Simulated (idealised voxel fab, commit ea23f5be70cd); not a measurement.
The process module presented herein is designated voxel released beams.
Square cell edge 5 nm, section width 185 nm, ID cut.
The cross-sections in this document take the form of a grid made of square cells. They are written out as bands, in order from top to bottom. Each band consists of one or more rows of cells.
The band entry comprises the height of the band's top followed by the height of its bottom, expressed in nm, and subsequently the band's materials from left to right, each stated together with its width in nm. Where a single material is marked with the word "full width", that material fills the band from edge to edge. The word "blank" represents empty space.
Convention: height 0 is the level below which the wafer, as received, is all one material. The lowest band does not terminate at the bottom but continues downward, represented as "0 down".
Width "30->40": first value at the band's top row of cells, second value at its bottom row, equal change from row to row.
Basically "identical to before" means that step didn't change any cell in the cross-section.
Any empty space of 8 cells or more lacking an open way to the top shows up in "Trapped cavities" as width x height at distance, distance from the left edge, in nm.
Text after the settings on a step's line: the simulator's own remark on that step.
You can add "overlay nm" to a step's line. For a step with a mask, it describes how far the mask lay to the right of its planned position, and a negative number describes a lay to the left.

[The process steps that were planned are listed below]
- 1: RECEIVE: material Si
- 2: CONFORMAL_DEP: material SiN, thk nm 5
- 3: DIRECTIONAL_DEP: material SiO2, thk nm 15
- 4: PATTERN: tone open, mask id ANCHOR, material resist, width nm 30, thk nm 20, overlay nm 0
- 5: DIRECTIONAL_ETCH: etch materials SiO2, depth nm 15
- 6: STRIP: etch materials resist
- 7: CONFORMAL_DEP: material TiN, thk nm 10
- 8: MASKED_ETCH: tone cover, mask id BEAM, width nm 95, etch materials TiN, depth nm 10, overlay nm 0
- 9: STRIP: etch materials SiO2

[The first of a set of two wafers, run to plan]

[This is the cross-section of the wafer as we received it, i.e. after step 1]
  0 down  Si full width
  Trapped cavities: none

[Cross-sectional representation of the wafer at the conclusion of step 2]
  5 to 0  SiN full width
  Below 0 it's all the same as before, nothing changed down there.

[Cross-sectional representation of the wafer at the conclusion of step 3]
  20 to 5  SiO2 full width
  Below 5 it's all the same as before, nothing changed down there.

[Cross-sectional representation of the wafer at the conclusion of step 4]
  40 to 20  resist: 45, then blank: 30, then resist: 110
  Below 20 it's all the same as before, nothing changed down there.

[Cross-sectional representation of the wafer at the conclusion of step 5]
  40 to 20  resist: 45, then blank: 30, then resist: 110
  20 to 5  SiO2: 45, then blank: 30, then SiO2: 110
  Below 5 it's all the same as before, nothing changed down there.

[Cross-sectional representation of the wafer at the conclusion of step 6]
  20 to 5  SiO2: 45, then blank: 30, then SiO2: 110
  Below 5 it's all the same as before, nothing changed down there.

[Cross-sectional representation of the wafer at the conclusion of step 7]
  30 to 20  TiN: 55, then blank: 10, then TiN: 120
  20 to 15  SiO2: 45, then TiN: 10, then blank: 10, then TiN: 10, then SiO2: 110
  15 to 5  SiO2: 45, then TiN: 30, then SiO2: 110
  Below 5 it's all the same as before, nothing changed down there.

[Cross-sectional representation of the wafer at the conclusion of step 8]
  30 to 20  blank: 40, then TiN: 15, then blank: 10, then TiN: 70, then blank: 50
  Below 20 it's all the same as before, nothing changed down there.

[Cross-sectional representation of the wafer at the conclusion of step 9]
  30 to 20  blank: 40, then TiN: 15, then blank: 10, then TiN: 70, then blank: 50
  20 to 15  blank: 45, then TiN: 10, then blank: 10, then TiN: 10, then blank: 110
  15 to 5  blank: 45, then TiN: 30, then blank: 110
  Below 5 it's all the same as before, nothing changed down there.

[The second wafer: identical to the first at the outset and in its planned sequence, differing only in that one mistake was made during processing; up to and including step 4, its path is the first wafer's path]

[Planned end of step 5: second wafer, cross-section]
  40 to 20  resist: 45, then blank: 30, then resist: 110
  20 to 5  SiO2: 45, then blank: 30, then SiO2: 110
  Below 5 it's all the same as before, nothing changed down there.

[Planned end of step 6: second wafer, cross-section]
  20 to 5  SiO2: 45, then blank: 30, then SiO2: 110
  Below 5 it's all the same as before, nothing changed down there.

[Planned end of step 7: second wafer, cross-section]
  30 to 20  TiN: 55, then blank: 10, then TiN: 120
  20 to 15  SiO2: 45, then TiN: 10, then blank: 10, then TiN: 10, then SiO2: 110
  15 to 5  SiO2: 45, then TiN: 30, then SiO2: 110
  Below 5 it's all the same as before, nothing changed down there.

[Planned end of step 8: second wafer, cross-section]
  30 to 20  blank: 40, then TiN: 15, then blank: 10, then TiN: 70, then blank: 50
  Below 20 it's all the same as before, nothing changed down there.

[Planned end of step 9: second wafer, cross-section]
  30 to 20  blank: 40, then TiN: 15, then blank: 10, then TiN: 70, then blank: 50
  20 to 15  blank: 45, then TiN: 10, then blank: 10, then TiN: 10, then blank: 110
  15 to 5  blank: 45, then TiN: 30, then blank: 110
  Below 5 it's all the same as before, nothing changed down there.
So what did we get wrong on this run? twice over, step 5 of the plan was run
It should be noted that the final cross-sections of the two wafers coincide, and the mistake therefore has no effect on the output of this model.
